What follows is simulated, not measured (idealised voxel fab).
This section sets out a process module, namely voxel capacitor over wiring.
The cross-section on display is named cut; it measures 255 nm wide, and its cells are 5 nm squares.
Square cells in a grid make up a cross-section in this document, and the grid is given as bands, listed from the top down, each one or more rows of cells.
Quick guide to a band line: top height, bottom height (nm) up front; then every material left to right with its width in nm. Only one material and it's marked "throughout"? Then it fills the band edge to edge. And "blank" just means empty space.
Heights from 0 (as-received wafer is one material below). Bottom band endless downward, as "0 nm and below".
Graded width ("30 to 40"): value in top row of band = first number; value in bottom row = second number; row-to-row change constant.
"no change occurred" (step): cross-section cells unchanged, all of them.
"Closed void catalog": sealed empty spaces, 8 cells or more, no open way to top, listed width x height at distance, with distance from the left edge and width, height and distance in nm.
What comes after the settings on a step's line is commentary from the simulator itself on that step.
The setting "overlay nm" may be written on the line of a step. When the step uses a mask, the value reports how far to the right of the planned place the mask lay, and a negative value reports that it lay to the left.
# List of planned process steps
1,RECEIVE: material Si
2,CONFORMAL_DEP: material SiO2, thk nm 15
3,DIRECTIONAL_DEP: material TiN, thk nm 5
4,DIRECTIONAL_DEP: material Ru, thk nm 25
5,MASKED_ETCH: tone cover, mask id METAL_1, width nm 20, pitch nm 85, etch materials Ru, depth nm 25, overlay nm 0
6,MASKED_ETCH: tone cover, mask id METAL_1, width nm 20, pitch nm 85, etch materials TiN, depth nm 5, overlay nm 0
7,FILL_DEP: material SiO2, thk nm 10
8,CMP: height nm 45
9,CONFORMAL_DEP: material SiCN, thk nm 5
10,DIRECTIONAL_DEP: material SiO2, thk nm 20
11,DIRECTIONAL_DEP: material aC, thk nm 10
12,PATTERN: tone open, mask id PLUG_1, material resist, width nm 15, thk nm 30, overlay nm 0
13,DIRECTIONAL_ETCH: etch materials aC, depth nm 10
14,STRIP: etch materials resist
15,DIRECTIONAL_ETCH: etch materials SiO2, depth nm 20
16,DIRECTIONAL_ETCH: etch materials SiCN, depth nm 5
17,STRIP: etch materials aC
18,EPI: material Ru, thk nm 10
19,EPI: material Ru, thk nm 10
20,EPI: material Ru, thk nm 5
21,DIRECTIONAL_DEP: material TiN, thk nm 5
22,DIRECTIONAL_DEP: material HfO2, thk nm 5
23,DIRECTIONAL_DEP: material TiN, thk nm 5
24,MASKED_ETCH: tone cover, mask id UPPER_PLATE, width nm 70, etch materials TiN, depth nm 5, overlay nm 0
25,MASKED_ETCH: tone cover, mask id UPPER_PLATE, width nm 70, etch materials HfO2, depth nm 5, overlay nm 0
26,MASKED_ETCH: tone cover, mask id LOWER_PLATE, width nm 80, etch materials TiN, depth nm 5, overlay nm 0
27,FILL_DEP: material SiO2, thk nm 15
28,CMP: height nm 95
29,PATTERN: tone open, mask id PLUG_2, material resist, width nm 15, thk nm 15, overlay nm 0
30,DIRECTIONAL_ETCH: etch materials SiO2, depth nm 10
31,STRIP: etch materials resist
32,CONFORMAL_DEP: material TiN, thk nm 5
33,FILL_DEP: material Ru, thk nm 10
34,CMP: height nm 95
35,CONFORMAL_DEP: material SiCN, thk nm 5
# The first of two wafers, run as planned
# As-received wafer cross-section (after step 1)
0 nm and below: Si throughout
Closed void catalog: none
# The wafer, seen in cross-section, after step 2
15 nm to 0 nm: SiO2 throughout
All layers under 0 are left as they were.
# The wafer, seen in cross-section, after step 3
20 nm to 15 nm: TiN throughout
All layers under 15 are left as they were.
# The wafer, seen in cross-section, after step 4
45 nm to 20 nm: Ru throughout
All layers under 20 are left as they were.
# The wafer, seen in cross-section, after step 5
45 nm to 20 nm: blank 75 nm, then Ru 20 nm, then blank 65 nm, then Ru 20 nm, then blank 75 nm
All layers under 20 are left as they were.
# The wafer, seen in cross-section, after step 6
45 nm to 20 nm: blank 75 nm, then Ru 20 nm, then blank 65 nm, then Ru 20 nm, then blank 75 nm
20 nm to 15 nm: blank 75 nm, then TiN 20 nm, then blank 65 nm, then TiN 20 nm, then blank 75 nm
All layers under 15 are left as they were.
# The wafer, seen in cross-section, after step 7
55 nm to 45 nm: SiO2 throughout
45 nm to 20 nm: SiO2 75 nm, then Ru 20 nm, then SiO2 65 nm, then Ru 20 nm, then SiO2 75 nm
20 nm to 15 nm: SiO2 75 nm, then TiN 20 nm, then SiO2 65 nm, then TiN 20 nm, then SiO2 75 nm
All layers under 15 are left as they were.
# The wafer, seen in cross-section, after step 8
45 nm to 20 nm: SiO2 75 nm, then Ru 20 nm, then SiO2 65 nm, then Ru 20 nm, then SiO2 75 nm
All layers under 20 are left as they were.
# The wafer, seen in cross-section, after step 9
50 nm to 45 nm: SiCN throughout
All layers under 45 are left as they were.
# The wafer, seen in cross-section, after step 10
70 nm to 50 nm: SiO2 throughout
All layers under 50 are left as they were.
# The wafer, seen in cross-section, after step 11
80 nm to 70 nm: aC throughout
All layers under 70 are left as they were.
# The wafer, seen in cross-section, after step 12
110 nm to 80 nm: resist 80 nm, then blank 15 nm, then resist 160 nm
All layers under 80 are left as they were.
# The wafer, seen in cross-section, after step 13
100 nm to 80 nm: resist 80 nm, then blank 15 nm, then resist 160 nm
80 nm to 70 nm: aC 80 nm, then blank 15 nm, then aC 160 nm
All layers under 70 are left as they were.
# The wafer, seen in cross-section, after step 14
80 nm to 70 nm: aC 80 nm, then blank 15 nm, then aC 160 nm
All layers under 70 are left as they were.
# The wafer, seen in cross-section, after step 15
80 nm to 70 nm: aC 80 nm, then blank 15 nm, then aC 160 nm
70 nm to 50 nm: SiO2 80 nm, then blank 15 nm, then SiO2 160 nm
All layers under 50 are left as they were.
# The wafer, seen in cross-section, after step 16
80 nm to 70 nm: aC 80 nm, then blank 15 nm, then aC 160 nm
70 nm to 50 nm: SiO2 80 nm, then blank 15 nm, then SiO2 160 nm
50 nm to 45 nm: SiCN 80 nm, then blank 15 nm, then SiCN 160 nm
All layers under 45 are left as they were.
# The wafer, seen in cross-section, after step 17
70 nm to 50 nm: SiO2 80 nm, then blank 15 nm, then SiO2 160 nm
All layers under 50 are left as they were.
# The wafer, seen in cross-section, after step 18
70 nm to 55 nm: SiO2 80 nm, then blank 15 nm, then SiO2 160 nm
55 nm to 50 nm: SiO2 80 nm, then Ru 15 nm, then SiO2 160 nm
50 nm to 45 nm: SiCN 80 nm, then Ru 15 nm, then SiCN 160 nm
All layers under 45 are left as they were.
# The wafer, seen in cross-section, after step 19
70 nm to 65 nm: SiO2 80 nm, then blank 15 nm, then SiO2 160 nm
65 nm to 50 nm: SiO2 80 nm, then Ru 15 nm, then SiO2 160 nm
All layers under 50 are left as they were.
# The wafer, seen in cross-section, after step 20
70 nm to 50 nm: SiO2 80 nm, then Ru 15 nm, then SiO2 160 nm
All layers under 50 are left as they were.
# The wafer, seen in cross-section, after step 21
75 nm to 70 nm: TiN throughout
All layers under 70 are left as they were.
# The wafer, seen in cross-section, after step 22
80 nm to 75 nm: HfO2 throughout
All layers under 75 are left as they were.
# The wafer, seen in cross-section, after step 23
85 nm to 80 nm: TiN throughout
All layers under 80 are left as they were.
# The wafer, seen in cross-section, after step 24
85 nm to 80 nm: blank 80 nm, then TiN 70 nm, then blank 105 nm
All layers under 80 are left as they were.
# The wafer, seen in cross-section, after step 25
85 nm to 80 nm: blank 80 nm, then TiN 70 nm, then blank 105 nm
80 nm to 75 nm: blank 80 nm, then HfO2 70 nm, then blank 105 nm
All layers under 75 are left as they were.
# The wafer, seen in cross-section, after step 26
85 nm to 80 nm: blank 80 nm, then TiN 70 nm, then blank 105 nm
80 nm to 75 nm: blank 80 nm, then HfO2 70 nm, then blank 105 nm
75 nm to 70 nm: blank 75 nm, then TiN 80 nm, then blank 100 nm
All layers under 70 are left as they were.
# The wafer, seen in cross-section, after step 27
100 nm to 85 nm: SiO2 throughout
85 nm to 80 nm: SiO2 80 nm, then TiN 70 nm, then SiO2 105 nm
80 nm to 75 nm: SiO2 80 nm, then HfO2 70 nm, then SiO2 105 nm
75 nm to 70 nm: SiO2 75 nm, then TiN 80 nm, then SiO2 100 nm
All layers under 70 are left as they were.
# The wafer, seen in cross-section, after step 28
95 nm to 85 nm: SiO2 throughout
All layers under 85 are left as they were.
# The wafer, seen in cross-section, after step 29
110 nm to 95 nm: resist 90 nm, then blank 15 nm, then resist 150 nm
All layers under 95 are left as they were.
# The wafer, seen in cross-section, after step 30
110 nm to 95 nm: resist 90 nm, then blank 15 nm, then resist 150 nm
95 nm to 85 nm: SiO2 90 nm, then blank 15 nm, then SiO2 150 nm
All layers under 85 are left as they were.
# The wafer, seen in cross-section, after step 31
95 nm to 85 nm: SiO2 90 nm, then blank 15 nm, then SiO2 150 nm
All layers under 85 are left as they were.
# The wafer, seen in cross-section, after step 32
100 nm to 95 nm: TiN 95 nm, then blank 5 nm, then TiN 155 nm
95 nm to 90 nm: SiO2 90 nm, then TiN 5 nm, then blank 5 nm, then TiN 5 nm, then SiO2 150 nm
90 nm to 80 nm: SiO2 90 to 80 nm, then TiN 15 to 70 nm, then SiO2 150 to 105 nm
All layers under 80 are left as they were.
# The wafer, seen in cross-section, after step 33
110 nm to 100 nm: Ru throughout
100 nm to 95 nm: TiN 95 nm, then Ru 5 nm, then TiN 155 nm
95 nm to 90 nm: SiO2 90 nm, then TiN 5 nm, then Ru 5 nm, then TiN 5 nm, then SiO2 150 nm
All layers under 90 are left as they were.
# The wafer, seen in cross-section, after step 34
95 nm to 90 nm: SiO2 90 nm, then TiN 5 nm, then Ru 5 nm, then TiN 5 nm, then SiO2 150 nm
All layers under 90 are left as they were.
# The wafer, seen in cross-section, after step 35
100 nm to 95 nm: SiCN throughout
All layers under 95 are left as they were.
# Second Wafer (Identical Start and Plan, One Processing Error; Matches First Wafer Through Step 31)
# Second wafer, cross-section, planned end of step 32
100 nm to 95 nm: SiCN 95 nm, then blank 5 nm, then SiCN 155 nm
95 nm to 90 nm: SiO2 90 nm, then SiCN 5 nm, then blank 5 nm, then SiCN 5 nm, then SiO2 150 nm
90 nm to 85 nm: SiO2 90 nm, then SiCN 15 nm, then SiO2 150 nm
All layers under 85 are left as they were.
# Second wafer, cross-section, planned end of step 33
110 nm to 100 nm: Ru throughout
100 nm to 95 nm: SiCN 95 nm, then Ru 5 nm, then SiCN 155 nm
95 nm to 90 nm: SiO2 90 nm, then SiCN 5 nm, then Ru 5 nm, then SiCN 5 nm, then SiO2 150 nm
All layers under 90 are left as they were.
# Second wafer, cross-section, planned end of step 34
95 nm to 90 nm: SiO2 90 nm, then SiCN 5 nm, then Ru 5 nm, then SiCN 5 nm, then SiO2 150 nm
All layers under 90 are left as they were.
# Second wafer, cross-section, planned end of step 35
100 nm to 95 nm: SiCN throughout
All layers under 95 are left as they were.
Finding, execution versus plan: not per plan at step 32, really ran CONFORMAL_DEP: material SiCN, thk nm 5
Final wafer comparison in cells, second versus first, more or fewer per material: +5 SiCN; -5 TiN
